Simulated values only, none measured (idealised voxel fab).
Process module heading - voxel self aligned contacts
The width of the displayed cross-section, cut, is 250 nm; its cells are square, with a size of 5 nm.
For the purposes of this document, a cross-section shall be understood as a grid of square cells, specified as bands listed in top-to-bottom order, each band consisting of one or more rows of cells.
Within each band entry, the heights of the top and of the bottom of the band appear first, in that order and in nm; the materials of the band then follow from left to right, each with its corresponding width in nm. The designation "full width" on a single material indicates that it fills the band from edge to edge; the designation "blank" indicates empty space.
Convention: height 0 is the level below which the wafer, as received, is all one material. The lowest band does not terminate at the bottom but continues downward, represented as "0..down".
The expression "30 to 40" gives the width at the extremes of the band, the first number at its top row of cells and the second at its bottom row, with the width changing by equal amounts from each row to the next in between.
The designation "changes: none", where it is given for a processing step, indicates that no cell of the cross-section was altered in the course of that step.
Basically, "Enclosed void inventory" tells you about the enclosed voids: empty spaces with no open way to the top, 8 cells or bigger, each written width x height at distance, where distance is from the left edge, all in nm.
Note: text after step settings on the step line = simulator remark on that step.
If you see "overlay nm" on a step's line and that step has a mask, it's telling you how far right of where it was planned the mask ended up; a negative number means it went left instead.

**The following list gives the planned process steps**
1: RECEIVE [material Si]
2: OXIDIZE [depth nm 5]
3: DIRECTIONAL_DEP [material polySi] [thk nm 20]
4: DIRECTIONAL_DEP [material SiN] [thk nm 20]
5: MASKED_ETCH [tone cover] [mask id GATE] [width nm 35] [pitch nm 60] [etch materials SiN] [depth nm 20] [overlay nm 0]
6: MASKED_ETCH [tone cover] [mask id GATE] [width nm 35] [pitch nm 60] [etch materials polySi] [depth nm 20] [overlay nm 0]
7: CONFORMAL_DEP [material SiN] [thk nm 5]
8: DIRECTIONAL_ETCH [etch materials SiN] [depth nm 5]
9: FILL_DEP [material SiO2] [thk nm 20]
10: CMP [height nm 50]
11: PATTERN [tone open] [mask id CONTACT] [material resist] [width nm 35] [thk nm 15] [overlay nm 0]
12: DIRECTIONAL_ETCH [etch materials SiO2] [depth nm 55]
13: STRIP [etch materials resist]
14: CONFORMAL_DEP [material TiN] [thk nm 5]
15: FILL_DEP [material Ru] [thk nm 5]
16: CMP [height nm 50]
17: CONFORMAL_DEP [material SiN] [thk nm 5]
The wafers in this document start out alike and differ in the width nm applied at step 11; the plan shows the value used for the first wafer.

**Sectional view: first of several wafers, as received, after step 1**
0..down | Si full width
Enclosed void inventory: none

**End of module: cross-section of the first of several wafers after step 17, the last step**
55..50 | SiN full width
50..40 | 105 SiO2  5 to 15 TiN  25 to 5 Ru  5 to 15 TiN  110 SiO2
40..20 | 70 SiO2  45 SiN  5 TiN  5 Ru  5 TiN  45 SiN  75 SiO2
20..0 | 70 SiO2  5 SiN  35 polySi  5 SiN  5 TiN  5 Ru  5 TiN  5 SiN  35 polySi  5 SiN  75 SiO2
0..-5 | 115 SiO2  15 TiN  120 SiO2
-5..down | Si full width
Enclosed void inventory: none

**The last wafer as seen in cross-section at the end of the module**
55..50 | SiN full width
50..40 | 95 SiO2  5 to 25 TiN  50 to 5 Ru  5 to 30 TiN  95 SiO2
40..20 | 70 SiO2  45 SiN  5 TiN  5 Ru  5 TiN  45 SiN  75 SiO2
20..0 | 70 SiO2  5 SiN  35 polySi  5 SiN  5 TiN  5 Ru  5 TiN  5 SiN  35 polySi  5 SiN  75 SiO2
0..-5 | 115 SiO2  15 TiN  120 SiO2
-5..down | Si full width
Enclosed void inventory: none

**The following table contains a row per wafer, in which are reported, at the conclusion of the module, the cells of each material gained (+) or lost (-) since the wafer's receipt, with its closed voids given thereafter**
width nm 35, +14 Ru, -50 Si, +138 SiN, +365 SiO2, +27 TiN, +56 polySi, Enclosed void inventory: none
width nm 40, +15 Ru, -50 Si, +138 SiN, +363 SiO2, +28 TiN, +56 polySi, Enclosed void inventory: none
width nm 45, +16 Ru, -50 Si, +138 SiN, +361 SiO2, +29 TiN, +56 polySi, Enclosed void inventory: none
width nm 50, +17 Ru, -50 Si, +138 SiN, +359 SiO2, +30 TiN, +56 polySi, Enclosed void inventory: none
width nm 55, +18 Ru, -50 Si, +138 SiN, +357 SiO2, +31 TiN, +56 polySi, Enclosed void inventory: none
width nm 60, +19 Ru, -50 Si, +138 SiN, +355 SiO2, +32 TiN, +56 polySi, Enclosed void inventory: none
